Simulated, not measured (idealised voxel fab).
process module | voxel self aligned vias
cross-section cut | 270 nm wide | cells 5 nm
A cross-section is a grid of square cells, given in bands from the top down. A band is one or more rows of cells.
Each band's line starts with the height of the band's top and of its bottom, in nm. Then come its materials from left to right, each with its width in nm. One material with "throughout" fills the band from edge to edge. "air" is empty space.
Height 0 is the level under which the wafer as received is all one material. The lowest band goes on downwards, as in "0 down".
A width such as "30 to 40" changes by the same amount from each row of cells to the next, from the band's top row to its bottom row.
"no change" after a step means that no cell of the cross-section changed.
closed voids: empty space of 8 cells or more with no open way to the top, each as width x height at its distance from the left edge, in nm
after a step's settings: what the simulator itself notes on the step
overlay nm, on a step with a mask: how far to the right of its planned place the mask lay; to the left if negative
plan
1 op RECEIVE | material Si
2 op CONFORMAL_DEP | material SiO2 | thk nm 10
3 op CONFORMAL_DEP | material SiCN | thk nm 5
4 op DIRECTIONAL_DEP | material SiO2 | thk nm 30
5 op PATTERN | tone open | mask id LINES | material resist | width nm 25 | pitch nm 65 | thk nm 20 | overlay nm 0
6 op DIRECTIONAL_ETCH | etch materials SiO2 | depth nm 30
7 op STRIP | etch materials resist
8 op CONFORMAL_DEP | material TiN | thk nm 5
9 op FILL_DEP | material W | thk nm 10
10 op CMP | height nm 45
11 op SELECTIVE_ETCH | etch materials W Ru TiN | depth nm 5
12 op FILL_DEP | material SiN | thk nm 5
13 op CMP | height nm 45
14 op DIRECTIONAL_DEP | material SiO2 | thk nm 20
15 op MASKED_ETCH | tone open | mask id VIAS | width nm 35 | pitch nm 65 | etch materials SiO2 | depth nm 20 | overlay nm 0
16 op MASKED_ETCH | tone open | mask id VIAS | width nm 35 | pitch nm 65 | etch materials SiN | depth nm 5 | overlay nm 0
17 op CONFORMAL_DEP | material TiN | thk nm 5
18 op FILL_DEP | material Cu | thk nm 10
19 op CMP | height nm 65
20 op CONFORMAL_DEP | material SiCN | thk nm 5
as received, after step 1
  0 down: Si throughout
  closed voids: none
a wafer at the end: this start, this plan, one mistake
  70 to 65: SiCN throughout
  65 to 45: Ru throughout
  45 to 40: SiO2 55 | SiN 25 | SiO2 40 | SiN 25 | SiO2 40 | SiN 25 | SiO2 60
  40 to 20: SiO2 55 | TiN 5 | W 15 | TiN 5 | SiO2 40 | TiN 5 | W 15 | TiN 5 | SiO2 40 | TiN 5 | W 15 | TiN 5 | SiO2 60
  20 to 15: SiO2 55 | TiN 25 | SiO2 40 | TiN 25 | SiO2 40 | TiN 25 | SiO2 60
  15 to 10: SiCN throughout
  10 to 0: SiO2 throughout
  0 down: Si throughout
  closed voids: none
what went wrong: step 14 ran as: op DIRECTIONAL_DEP | material Ru | thk nm 20
